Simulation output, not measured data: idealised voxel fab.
The name of this process module is voxel capacitor over wiring.
Section cut is 140 nm wide and gridded with 5 nm square cells.
Notation: cross-section as square-cell grid; stated in bands, top first, going down; one or more cell rows per band.
Basically the band line says how high the top is and how high the bottom is, in nm, and then what's in it from left to right, every material with its width in nm. Empty space shows up as "blank", and if a single material carries "throughout" it runs the full band edge to edge.
All heights in this document are referenced to 0, defined as the level beneath which the wafer, as received, consists entirely of one material. The lowest band is not bounded below; it extends indefinitely downward and is written in the form "z 0 and below".
You'd read "30..40" like this: the band's top row of cells is as wide as the first number, its bottom row is as wide as the second, and going down, every row changes width by the same amount as the row before did.
Basically "no modifications" means that step didn't change any cell in the cross-section.
"Enclosed void entries" - sealed voids, min. 8 cells, no opening to top; format: width x height at distance (distance from left edge; nm throughout).
What comes after the settings on a step's line is commentary from the simulator itself on that step.
overlay nm: on a step with a mask, how far right of its planned place the mask lay; negative means left.

## The planned process steps are enumerated hereunder
1 RECEIVE,material Si
2 CONFORMAL_DEP,material SiO2,thk nm 15
3 DIRECTIONAL_DEP,material TiN,thk nm 5
4 DIRECTIONAL_DEP,material W,thk nm 25
5 MASKED_ETCH,tone cover,mask id METAL_1,width nm 20,pitch nm 75,etch materials W,depth nm 25,overlay nm 0
6 MASKED_ETCH,tone cover,mask id METAL_1,width nm 20,pitch nm 75,etch materials TiN,depth nm 5,overlay nm 0
7 FILL_DEP,material lowk,thk nm 5
8 CMP,height nm 45
9 CONFORMAL_DEP,material SiCN,thk nm 5
10 DIRECTIONAL_DEP,material lowk,thk nm 15
11 PATTERN,tone open,mask id PLUG_1,material resist,width nm 15,thk nm 20,overlay nm 0
12 DIRECTIONAL_ETCH,etch materials lowk,depth nm 15
13 DIRECTIONAL_ETCH,etch materials SiCN,depth nm 5
14 STRIP,etch materials resist
15 EPI,material Ru,thk nm 10
16 EPI,material Ru,thk nm 10
17 DIRECTIONAL_DEP,material TiN,thk nm 5
18 DIRECTIONAL_DEP,material SiN,thk nm 5
19 DIRECTIONAL_DEP,material TiN,thk nm 10
20 PATTERN,tone cover,mask id UPPER_PLATE,material resist,width nm 60,thk nm 20,overlay nm 0
21 DIRECTIONAL_ETCH,etch materials TiN,depth nm 10
22 DIRECTIONAL_ETCH,etch materials SiN,depth nm 5
23 STRIP,etch materials resist
24 DIRECTIONAL_DEP,material aC,thk nm 10
25 PATTERN,tone cover,mask id LOWER_PLATE,material resist,width nm 70,thk nm 30,overlay nm 0
26 DIRECTIONAL_ETCH,etch materials aC,depth nm 10
27 STRIP,etch materials resist
28 DIRECTIONAL_ETCH,etch materials TiN,depth nm 5
29 STRIP,etch materials aC
30 FILL_DEP,material SiO2,thk nm 15
31 CMP,height nm 95
32 MASKED_ETCH,tone open,mask id PLUG_2,width nm 15,etch materials SiO2,depth nm 10,overlay nm 0
33 CONFORMAL_DEP,material TiN,thk nm 5
34 FILL_DEP,material Cu,thk nm 5
35 CMP,height nm 95
36 CONFORMAL_DEP,material SiCN,thk nm 5

## Incoming wafer, cross-sectional view, post step 1
- z 0 and below  Si throughout
- Enclosed void entries: none

## Here's the cross-section of the first of our two wafers at the end of the module - it ran as planned
- z 100 to 95  SiCN throughout
- z 95 to 90  SiO2=35, TiN=5, Cu=5, TiN=5, SiO2=90
- z 90 to 85  SiO2=35, TiN=15, SiO2=90
- z 85 to 75  SiO2=25, TiN=60, SiO2=55
- z 75 to 70  SiO2=25, SiN=60, SiO2=55
- z 70 to 65  SiO2=20, TiN=70, SiO2=50
- z 65 to 50  lowk=25, Ru=15, lowk=100
- z 50 to 45  SiCN=25, Ru=15, SiCN=100
- z 45 to 20  lowk=20, W=20, lowk=55, W=20, lowk=25
- z 20 to 15  lowk=20, TiN=20, lowk=55, TiN=20, lowk=25
- z 15 to 0  SiO2 throughout
- z 0 and below  Si throughout
- Enclosed void entries: none

## Presented here is a cross-section of the second of the two wafers as it stood at the end of the module. It was started in the same manner and assigned the same plan as the first wafer; however, one mistake was made in its execution
- z 100 to 95  SiCN throughout
- z 95 to 90  SiO2=35, TiN=5, Cu=5, TiN=5, SiO2=90
- z 90 to 85  SiO2=35, TiN=15, SiO2=90
- z 85 to 75  SiO2=25, TiN=15, SiO2=35, TiN=10, SiO2=55
- z 75 to 70  SiO2=25, SiN=15, SiO2=35, SiN=10, SiO2=55
- z 70 to 65  SiO2=20, TiN=20, SiO2=35, TiN=15, SiO2=50
- z 65 to 55  Ru=25, lowk=15, TiN=35, Ru=60, SiO2=5
- z 55 to 50  Ru=25, lowk=15, SiN=35, Ru=60, SiO2=5
- z 50 to 45  Ru=25, SiCN=15, TiN=35, Ru=60, SiO2=5
- z 45 to 20  lowk=20, W=20, lowk=55, W=20, lowk=25
- z 20 to 15  lowk=20, TiN=20, lowk=55, TiN=20, lowk=25
- z 15 to 0  SiO2 throughout
- z 0 and below  Si throughout
- Enclosed void entries: none
Here's what went sideways: step 11, actual vs plan mismatch, actual run PATTERN,tone cover,mask id PLUG_1,material resist,width nm 15,thk nm 20,overlay nm 0
End of process, cell counts, second wafer against first, materials with more or fewer: Ru: 56 more; SiCN: 22 fewer; SiO2: 32 more; lowk: 66 fewer
